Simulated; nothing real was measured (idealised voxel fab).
A process module follows: voxel gate over fins.
Cross-section cut spans 220 nm and uses square cells 5 nm in size.
We lay out every cross-section as a grid of square cells and spell it out in bands from the top down, where one band means one or more rows of cells. Heights first: top, then bottom, in nm. Then materials, left to right, each with a width in nm. "everywhere" on a single material: fills the band edge to edge. "empty": empty space. Beneath 0, the wafer as received is one material, and that level is where height counting begins. The lowest band goes on downward without a bottom; it is written like "0 nm and below". The expression "30 to 40" gives the width at the extremes of the band, the first number at its top row of cells and the second at its bottom row, with the width changing by equal amounts from each row to the next in between. It should be understood that the words "stayed the same", when stated for a given step, signify that the cross-section underwent no change in any of its cells during that step. Enclosed voids (no open way to top), threshold 8 cells or more, entry "Closed void roster", notation width x height at distance, distance from left edge, nm. Read whatever lies past the settings on a step's line as the simulator's own remark about the step. overlay nm: mask offset rightward from planned place, masked step; negative means leftward offset.
### The steps planned for the process are as follows
1,RECEIVE: material Si
2,CONFORMAL_DEP: material SiN, thk nm 5
3,DIRECTIONAL_DEP: material aC, thk nm 10
4,PATTERN: tone cover, mask id FINS, material resist, width nm 15, pitch nm 40, thk nm 25, overlay nm 0
5,DIRECTIONAL_ETCH: etch materials aC, depth nm 10
6,STRIP: etch materials resist
7,DIRECTIONAL_ETCH: etch materials SiN, depth nm 5
8,DIRECTIONAL_ETCH: etch materials Si, depth nm 30
9,STRIP: etch materials aC
10,FILL_DEP: material SiO2, thk nm 10
11,CMP: height nm 5
12,SELECTIVE_ETCH: etch materials SiO2, depth nm 20
13,STRIP: etch materials SiN
14,CONFORMAL_DEP: material HfO2, thk nm 5
15,CONFORMAL_DEP: material TiN, thk nm 5
16,FILL_DEP: material W, thk nm 15
17,CMP: height nm 20
18,CONFORMAL_DEP: material SiN, thk nm 5
The wafers are alike at the start. At step 4, their width nm differs. The plan lists the first wafer's value.
### Cross-section of the first of several received wafers, showing its state after step 1
> 0 nm and below: Si everywhere
> Closed void roster: none
### Wafer rows, end of module: cells per material gained (+) or lost (-) since receipt; closed voids last
width nm 15, +56 HfO2, -228 Si, +44 SiN, +114 SiO2, +56 TiN, +178 W, Closed void roster: none
width nm 20, +56 HfO2, -216 Si, +44 SiN, +108 SiO2, +56 TiN, +172 W, Closed void roster: none
width nm 25, +56 HfO2, -204 Si, +44 SiN, +102 SiO2, +53 TiN, +169 W, Closed void roster: none
